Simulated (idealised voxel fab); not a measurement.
process module | voxel air gaps
cross-section cut | 285 nm wide | cells 5 nm
A cross-section is a grid of square cells, given in bands from the top down. A band is one or more rows of cells.
Each band's line starts with the height of the band's top and of its bottom, in nm. Then come its materials from left to right, each with its width in nm. One material with "throughout" fills the band from edge to edge. "air" is empty space.
Height 0 is the level under which the wafer as received is all one material. The lowest band goes on downwards, as in "0 down".
A width such as "30 to 40" changes by the same amount from each row of cells to the next, from the band's top row to its bottom row.
"no change" after a step means that no cell of the cross-section changed.
closed voids: empty space of 8 cells or more with no open way to the top, each as width x height at its distance from the left edge, in nm
after a step's settings: what the simulator itself notes on the step
overlay nm, on a step with a mask: how far to the right of its planned place the mask lay; to the left if negative
plan
1 op RECEIVE | material Si
2 op CONFORMAL_DEP | material SiO2 | thk nm 10
3 op CONFORMAL_DEP | material SiN | thk nm 5
4 op DIRECTIONAL_DEP | material lowk | thk nm 30
5 op MASKED_ETCH | tone open | mask id LINES | width nm 25 | pitch nm 50 | etch materials lowk | depth nm 30 | overlay nm 0
6 op CONFORMAL_DEP | material TiN | thk nm 5
7 op FILL_DEP | material Ru | thk nm 5
8 op CMP | height nm 45
9 op EPI | material Ru | thk nm 10
10 op SELECTIVE_ETCH | etch materials lowk | depth nm 40
11 op CONFORMAL_DEP | material SiCN | thk nm 5
as received, after step 1
  0 down: Si throughout
  closed voids: none
first wafer at the end, as planned
  60 to 55: air 65 | SiCN 155 | air 65
  55 to 45: air 65 | SiCN 5 | Ru 45 | SiCN 5 | Ru 45 | SiCN 5 | Ru 45 | SiCN 5 | air 65
  45 to 40: air 65 | SiCN 15 | TiN 5 | Ru 15 | TiN 5 | SiCN 25 | TiN 5 | Ru 15 | TiN 5 | SiCN 25 | TiN 5 | Ru 15 | TiN 5 | SiCN 15 | air 65
  40 to 20: air 75 | SiCN 5 | TiN 5 | Ru 15 | TiN 5 | SiCN 5 | air 15 | SiCN 5 | TiN 5 | Ru 15 | TiN 5 | SiCN 5 | air 15 | SiCN 5 | TiN 5 | Ru 15 | TiN 5 | SiCN 5 | air 75
  20 to 15: SiCN 80 | TiN 25 | SiCN 25 | TiN 25 | SiCN 25 | TiN 25 | SiCN 80
  15 to 10: SiN throughout
  10 to 0: SiO2 throughout
  0 down: Si throughout
  closed voids: 15 x 20 at 110; 15 x 20 at 160
second wafer at the end: like start, like plan, one mistake
  70 to 65: air 55 | SiCN 175 | air 55
  65 to 45: air 55 | SiCN 5 | Ru 165 | SiCN 5 | air 55
  45 to 40: air 55 | SiCN 25 | TiN 5 | Ru 15 | TiN 5 | lowk 25 | TiN 5 | Ru 15 | TiN 5 | lowk 25 | TiN 5 | Ru 15 | TiN 5 | SiCN 25 | air 55
  40 to 20: air 75 | SiCN 5 | TiN 5 | Ru 15 | TiN 5 | lowk 25 | TiN 5 | Ru 15 | TiN 5 | lowk 25 | TiN 5 | Ru 15 | TiN 5 | SiCN 5 | air 75
  20 to 15: SiCN 80 | TiN 25 | lowk 25 | TiN 25 | lowk 25 | TiN 25 | SiCN 80
  15 to 10: SiN throughout
  10 to 0: SiO2 throughout
  0 down: Si throughout
  closed voids: none
what went wrong: step 9 was run twice
at the end the second wafer has, in cells: 78 more of Ru | 28 fewer of SiCN | 60 more of lowk
closed voids at the end (first wafer, second wafer): 2, 0
